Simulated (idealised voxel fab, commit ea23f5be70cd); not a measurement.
You're looking at the process module voxel capacitor over wiring.
Square cells of 5 nm make up the cross-section cut, whose width is 270 nm.
If you're reading a cross-section in this doc, picture square cells in a grid; it comes to you as bands, top ones listed first down to the bottom, and a band can be one or more rows of cells.
Quick guide to a band line: top height, bottom height (nm) up front; then every material left to right with its width in nm. Only one material and it's marked "full width"? Then it fills the band edge to edge. And "air" just means empty space.
Ref level 0: as-received wafer is one material below here. Bottom band extends down with no lower bound ("top 0, no bottom").
Per-row width for "30..40": begins at first number (top row of band), ends at second number (bottom row), increment between rows held constant.
What does "nothing changed" mean for a step? It means no cell of the cross-section changed in that step.
"Sealed void inventory" - sealed voids, min. 8 cells, no opening to top; format: width x height at distance (distance from left edge; nm throughout).
Anything after a step's settings on that line? It's the simulator's own note about the step.
The setting "overlay nm" may be written on the line of a step. When the step uses a mask, the value reports how far to the right of the planned place the mask lay, and a negative value reports that it lay to the left.

**These are the steps we planned for the process**
1,RECEIVE,material Si
2,CONFORMAL_DEP,material SiO2,thk nm 10
3,CONFORMAL_DEP,material SiN,thk nm 5
4,DIRECTIONAL_DEP,material SiO2,thk nm 20
5,DIRECTIONAL_DEP,material aC,thk nm 10
6,PATTERN,tone open,mask id METAL_1,material resist,width nm 15,pitch nm 80,thk nm 25,overlay nm 0
7,DIRECTIONAL_ETCH,etch materials aC,depth nm 10
8,STRIP,etch materials resist
9,DIRECTIONAL_ETCH,etch materials SiO2,depth nm 20
10,DIRECTIONAL_ETCH,etch materials SiN,depth nm 5
11,STRIP,etch materials aC
12,CONFORMAL_DEP,material TiN,thk nm 5
13,FILL_DEP,material Ru,thk nm 5
14,CMP,height nm 35
15,CONFORMAL_DEP,material SiCN,thk nm 5
16,DIRECTIONAL_DEP,material lowk,thk nm 10
17,PATTERN,tone open,mask id PLUG_1,material resist,width nm 15,thk nm 20,overlay nm 0
18,DIRECTIONAL_ETCH,etch materials lowk,depth nm 10
19,DIRECTIONAL_ETCH,etch materials SiCN,depth nm 5
20,STRIP,etch materials resist
21,CONFORMAL_DEP,material TiN,thk nm 5
22,FILL_DEP,material W,thk nm 10
23,CMP,height nm 50
24,DIRECTIONAL_DEP,material TiN,thk nm 5
25,DIRECTIONAL_DEP,material Al2O3,thk nm 5
26,DIRECTIONAL_DEP,material TiN,thk nm 5
27,DIRECTIONAL_DEP,material aC,thk nm 15
28,PATTERN,tone cover,mask id UPPER_PLATE,material resist,width nm 60,thk nm 35,overlay nm 0
29,DIRECTIONAL_ETCH,etch materials aC,depth nm 15
30,STRIP,etch materials resist
31,DIRECTIONAL_ETCH,etch materials TiN,depth nm 5
32,DIRECTIONAL_ETCH,etch materials Al2O3,depth nm 5
33,STRIP,etch materials aC
34,MASKED_ETCH,tone cover,mask id LOWER_PLATE,width nm 70,etch materials TiN,depth nm 5,overlay nm 0
35,FILL_DEP,material SiO2,thk nm 20
36,CMP,height nm 80
37,DIRECTIONAL_DEP,material aC,thk nm 15
38,PATTERN,tone open,mask id PLUG_2,material resist,width nm 15,thk nm 35,overlay nm 0
39,DIRECTIONAL_ETCH,etch materials aC,depth nm 15
40,STRIP,etch materials resist
41,DIRECTIONAL_ETCH,etch materials SiO2,depth nm 15
42,STRIP,etch materials aC
43,CONFORMAL_DEP,material TiN,thk nm 5
44,FILL_DEP,material Ru,thk nm 5
45,CMP,height nm 80
46,CONFORMAL_DEP,material SiN,thk nm 5
Quick note for whoever runs this: the wafers start identical, but the width nm at step 6 isn't the same across them. The plan just shows what the first wafer had.

**Incoming state of the first of several wafers in cross-section: after step 1**
- top 0, no bottom | Si full width
- Sealed void inventory: none

**First wafer of several, cross-section, module end, after step 46 (last)**
- top 85, bottom 80 | SiN full width
- top 80, bottom 70 | 100 SiO2; 5 TiN; 5 Ru; 5 TiN; 155 SiO2
- top 70, bottom 60 | 100..90 SiO2; 15..60 TiN; 155..120 SiO2
- top 60, bottom 55 | 90 SiO2; 60 Al2O3; 120 SiO2
- top 55, bottom 50 | 85 SiO2; 70 TiN; 115 SiO2
- top 50, bottom 40 | 90 lowk; 5 TiN; 5 W; 5 TiN; 165 lowk
- top 40, bottom 35 | 90 SiCN; 15 TiN; 165 SiCN
- top 35, bottom 15 | 85 SiO2; 5 TiN; 5 Ru; 5 TiN; 65 SiO2; 5 TiN; 5 Ru; 5 TiN; 90 SiO2
- top 15, bottom 10 | 85 SiN; 15 TiN; 65 SiN; 15 TiN; 90 SiN
- top 10, bottom 0 | SiO2 full width
- top 0, no bottom | Si full width
- Sealed void inventory: none

**Of the several wafers, the last: cross-section at the end of the module**
- top 85, bottom 80 | SiN full width
- top 80, bottom 70 | 100 SiO2; 5 TiN; 5 Ru; 5 TiN; 155 SiO2
- top 70, bottom 60 | 100..90 SiO2; 15..60 TiN; 155..120 SiO2
- top 60, bottom 55 | 90 SiO2; 60 Al2O3; 120 SiO2
- top 55, bottom 50 | 85 SiO2; 70 TiN; 115 SiO2
- top 50, bottom 40 | 90 lowk; 5 TiN; 5 W; 5 TiN; 165 lowk
- top 40, bottom 35 | 90 SiCN; 15 TiN; 165 SiCN
- top 35, bottom 15 | 75 SiO2; 5 TiN; 30 Ru; 5 TiN; 40 SiO2; 5 TiN; 30 Ru; 5 TiN; 75 SiO2
- top 15, bottom 10 | 75 SiN; 40 TiN; 40 SiN; 40 TiN; 75 SiN
- top 10, bottom 0 | SiO2 full width
- top 0, no bottom | Si full width
- Sealed void inventory: none

**What follows is a table in which each wafer occupies a row; for the wafer as it stands at the close of the module, the row states, material by material, how many cells have been gained (+) or lost (-) since receipt, and then gives its closed voids**
width nm 15; +12 Al2O3; +10 Ru; +51 SiCN; +102 SiN; +577 SiO2; +62 TiN; +2 W; +102 lowk; Sealed void inventory: none
width nm 20; +12 Al2O3; +18 Ru; +51 SiCN; +100 SiN; +569 SiO2; +64 TiN; +2 W; +102 lowk; Sealed void inventory: none
width nm 25; +12 Al2O3; +26 Ru; +51 SiCN; +98 SiN; +561 SiO2; +66 TiN; +2 W; +102 lowk; Sealed void inventory: none
width nm 30; +12 Al2O3; +34 Ru; +51 SiCN; +96 SiN; +553 SiO2; +68 TiN; +2 W; +102 lowk; Sealed void inventory: none
width nm 35; +12 Al2O3; +42 Ru; +51 SiCN; +94 SiN; +545 SiO2; +70 TiN; +2 W; +102 lowk; Sealed void inventory: none
width nm 40; +12 Al2O3; +50 Ru; +51 SiCN; +92 SiN; +537 SiO2; +72 TiN; +2 W; +102 lowk; Sealed void inventory: none
